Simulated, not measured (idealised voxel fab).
Process module, titled voxel plated lines
Pictured: cross-section cut, 260 nm wide, on a grid of 5 nm square cells.
In what follows, cross-sections appear as grids of square cells, described through bands that run from the top down, where every band is one or more rows of cells. For a band, the entry starts with two heights in nm, that of the top and then that of the bottom, and carries on with the band's materials in order from left to right, each alongside its width in nm; the word "all across" beside a single material means it fills the band edge to edge, and "empty" means empty space. A quick word on heights: they are counted from 0, and under that level the wafer as it came to us is one material throughout. The lowest band is different from the rest in having no bottom; it simply continues downward, written as in "0 down". Width "30..40": first value at the band's top row of cells, second value at its bottom row, equal change from row to row. Step marked "identical to before"? Then no cell in the cross-section changed in it. So "Enclosed cavities" is basically the list of trapped voids: any empty space of 8 cells or more that can't reach the top through an opening. They're written width x height at distance, the distance being from the left edge, and it's all nm. after a step's settings: what the simulator itself notes on the step. "overlay nm" on a masked step: distance the mask lay right of its planned place, negative for left.
THE FOLLOWING LIST GIVES THE PLANNED PROCESS STEPS
1: RECEIVE [material Si]
2: CONFORMAL_DEP [material SiO2] [thk nm 15]
3: DIRECTIONAL_DEP [material TiN] [thk nm 5]
4: PATTERN [tone open] [mask id LINES] [material resist] [width nm 15] [pitch nm 45] [thk nm 25] [overlay nm 0]
5: EPI [material Ru] [thk nm 10]
6: EPI [material Ru] [thk nm 5]
7: STRIP [etch materials resist]
8: DIRECTIONAL_ETCH [etch materials TiN] [depth nm 5]
9: CONFORMAL_DEP [material SiCN] [thk nm 10]
Variable across wafers: step 4 width nm (plan value is that of the first wafer; starting state common to all).
RECEIVED WAFERS, FIRST OF SEVERAL: CROSS-SECTION AFTER STEP 1
  0 down = Si all across
  Enclosed cavities: none
END OF MODULE, BY WAFER: MATERIAL-BY-MATERIAL CELL GAIN (+) OR LOSS (-) SINCE RECEIPT, THEN CLOSED VOIDS
width nm 15, +18 Ru, +136 SiCN, +156 SiO2, +6 TiN, Enclosed cavities: none
width nm 20, +24 Ru, +136 SiCN, +156 SiO2, +8 TiN, Enclosed cavities: none
width nm 25, +30 Ru, +136 SiCN, +156 SiO2, +10 TiN, Enclosed cavities: none
width nm 30, +36 Ru, +132 SiCN, +156 SiO2, +12 TiN, Enclosed cavities: none
